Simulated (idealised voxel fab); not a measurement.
process module | voxel transistor to metal
cross-section cut | 185 nm wide | cells 5 nm
A cross-section is a grid of square cells, given in bands from the top down. A band is one or more rows of cells.
Each band's line starts with the height of the band's top and of its bottom, in nm. Then come its materials from left to right, each with its width in nm. One material with "throughout" fills the band from edge to edge. "air" is empty space.
Height 0 is the level under which the wafer as received is all one material. The lowest band goes on downwards, as in "0 down".
A width such as "30 to 40" changes by the same amount from each row of cells to the next, from the band's top row to its bottom row.
"no change" after a step means that no cell of the cross-section changed.
closed voids: empty space of 8 cells or more with no open way to the top, each as width x height at its distance from the left edge, in nm
after a step's settings: what the simulator itself notes on the step
overlay nm, on a step with a mask: how far to the right of its planned place the mask lay; to the left if negative
plan
1 op RECEIVE | material Si
2 op OXIDIZE | depth nm 5
3 op CONFORMAL_DEP | material SiN | thk nm 10
4 op PATTERN | tone cover | mask id ACTIVE | material resist | width nm 120 | thk nm 15 | overlay nm 0
5 op DIRECTIONAL_ETCH | etch materials SiN | depth nm 10
6 op DIRECTIONAL_ETCH | etch materials SiO2 | depth nm 5
7 op DIRECTIONAL_ETCH | etch materials Si | depth nm 25
8 op STRIP | etch materials resist
9 op OXIDIZE | depth nm 5
10 op FILL_DEP | material SiO2 | thk nm 15
11 op CMP | height nm 10
12 op SELECTIVE_ETCH | etch materials SiO2 | depth nm 10
13 op STRIP | etch materials SiN
14 op SELECTIVE_ETCH | etch materials SiO2 | depth nm 5
15 op OXIDIZE | depth nm 5
16 op DIRECTIONAL_DEP | material polySi | thk nm 25
17 op DIRECTIONAL_DEP | material SiCN | thk nm 15
18 op PATTERN | tone cover | mask id GATE | material resist | width nm 30 | thk nm 15 | overlay nm 0
19 op DIRECTIONAL_ETCH | etch materials SiCN | depth nm 25
20 op DIRECTIONAL_ETCH | etch materials polySi | depth nm 35
21 op STRIP | etch materials resist
22 op CONFORMAL_DEP | material SiO2 | thk nm 5
23 op DIRECTIONAL_ETCH | etch materials SiO2 | depth nm 5
24 op CONFORMAL_DEP | material SiN | thk nm 5
25 op DIRECTIONAL_ETCH | etch materials SiN | depth nm 5
26 op DIRECTIONAL_ETCH | etch materials SiO2 | depth nm 5
27 op DIRECTIONAL_ETCH | etch materials Si | depth nm 5
28 op EPI | material nSi | thk nm 10
29 op FILL_DEP | material SiO2 | thk nm 10
30 op CMP | height nm 20
31 op STRIP | etch materials polySi
32 op SELECTIVE_ETCH | etch materials SiO2 | depth nm 5
33 op CONFORMAL_DEP | material HfO2 | thk nm 5
34 op CONFORMAL_DEP | material TiN | thk nm 5
35 op FILL_DEP | material W | thk nm 5
36 op CMP | height nm 15
37 op DIRECTIONAL_DEP | material SiO2 | thk nm 10
38 op DIRECTIONAL_DEP | material aC | thk nm 15
39 op PATTERN | tone open | mask id CONTACT | material resist | width nm 20 | pitch nm 90 | thk nm 30 | overlay nm 0
40 op DIRECTIONAL_ETCH | etch materials aC | depth nm 15
41 op STRIP | etch materials resist
42 op DIRECTIONAL_ETCH | etch materials SiO2 | depth nm 30
43 op STRIP | etch materials aC
44 op CONFORMAL_DEP | material TiN | thk nm 5
45 op FILL_DEP | material Ru | thk nm 10
46 op CMP | height nm 25
47 op CONFORMAL_DEP | material SiN | thk nm 5
48 op DIRECTIONAL_DEP | material lowk | thk nm 20
49 op MASKED_ETCH | tone open | mask id METAL_1 | width nm 20 | pitch nm 90 | etch materials lowk | depth nm 20 | overlay nm 0
50 op MASKED_ETCH | tone open | mask id METAL_1 | width nm 20 | pitch nm 90 | etch materials SiN | depth nm 5 | overlay nm 0
51 op CONFORMAL_DEP | material TiN | thk nm 5
52 op FILL_DEP | material W | thk nm 10
53 op CMP | height nm 50
54 op EPI | material Ru | thk nm 5
55 op FILL_DEP | material SiCN | thk nm 5
56 op DIRECTIONAL_DEP | material lowk | thk nm 30
57 op PATTERN | tone open | mask id METAL_2_HOLES | material resist | width nm 15 | pitch nm 90 | thk nm 20 | overlay nm 0
58 op DIRECTIONAL_ETCH | etch materials lowk | depth nm 30
59 op STRIP | etch materials resist
60 op PATTERN | tone open | mask id METAL_2 | material resist | width nm 20 | pitch nm 90 | thk nm 15 | overlay nm 0
61 op DIRECTIONAL_ETCH | etch materials lowk | depth nm 20
62 op DIRECTIONAL_ETCH | etch materials SiCN | depth nm 5
63 op STRIP | etch materials resist
64 op CONFORMAL_DEP | material TiN | thk nm 5
65 op FILL_DEP | material Cu | thk nm 10
66 op CMP | height nm 90
67 op CONFORMAL_DEP | material SiN | thk nm 5
as received, after step 1
  0 down: Si throughout
  closed voids: none
a wafer at the end: this start, this plan, one mistake
  95 to 90: SiN throughout
  90 to 75: lowk 35 | TiN 5 | Cu 10 | TiN 5 | lowk 70 | TiN 5 | Cu 10 | TiN 5 | lowk 40
  75 to 70: lowk 35 | TiN 5 | Cu 5 | TiN 10 | lowk 70 | TiN 5 | Cu 5 | TiN 10 | lowk 40
  70 to 60: lowk 35 | TiN 5 | Cu 5 | TiN 5 | lowk 75 | TiN 5 | Cu 5 | TiN 5 | lowk 45
  60 to 55: SiCN 35 | TiN 15 | SiCN 75 | TiN 15 | SiCN 45
  55 to 50: SiCN 30 | Ru 30 | SiCN 60 | Ru 30 | SiCN 35
  50 to 30: lowk 35 | TiN 5 | W 10 | TiN 5 | lowk 70 | TiN 5 | W 10 | TiN 5 | lowk 40
  30 to 25: SiN 35 | TiN 20 | SiN 70 | TiN 20 | SiN 40
  25 to 15: SiO2 35 | TiN 5 | Ru 10 | TiN 5 | SiO2 70 | TiN 5 | Ru 10 | TiN 5 | SiO2 40
  15 to 0: SiO2 35 | TiN 5 | Ru 10 | TiN 5 | SiO2 10 | SiN 5 | TiN 5 | HfO2 5 | W 20 | HfO2 5 | TiN 5 | SiN 5 | SiO2 10 | TiN 5 | Ru 10 | TiN 5 | SiO2 40
  0 to -5: SiO2 35 | TiN 20 | nSi 10 | SiN 5 | TiN 5 | HfO2 30 | TiN 5 | SiN 5 | nSi 10 | TiN 20 | SiO2 40
  -5 to -10: SiO2 30 | nSi 35 | SiO2 5 | TiN 40 | SiO2 5 | nSi 35 | SiO2 35
  -10 to -15: SiO2 35 | nSi 30 | Si 50 | nSi 30 | SiO2 40
  -15 to -35: SiO2 35 | Si 110 | SiO2 40
  -35 down: Si throughout
  closed voids: none
what went wrong: steps 33 and 34 were swapped
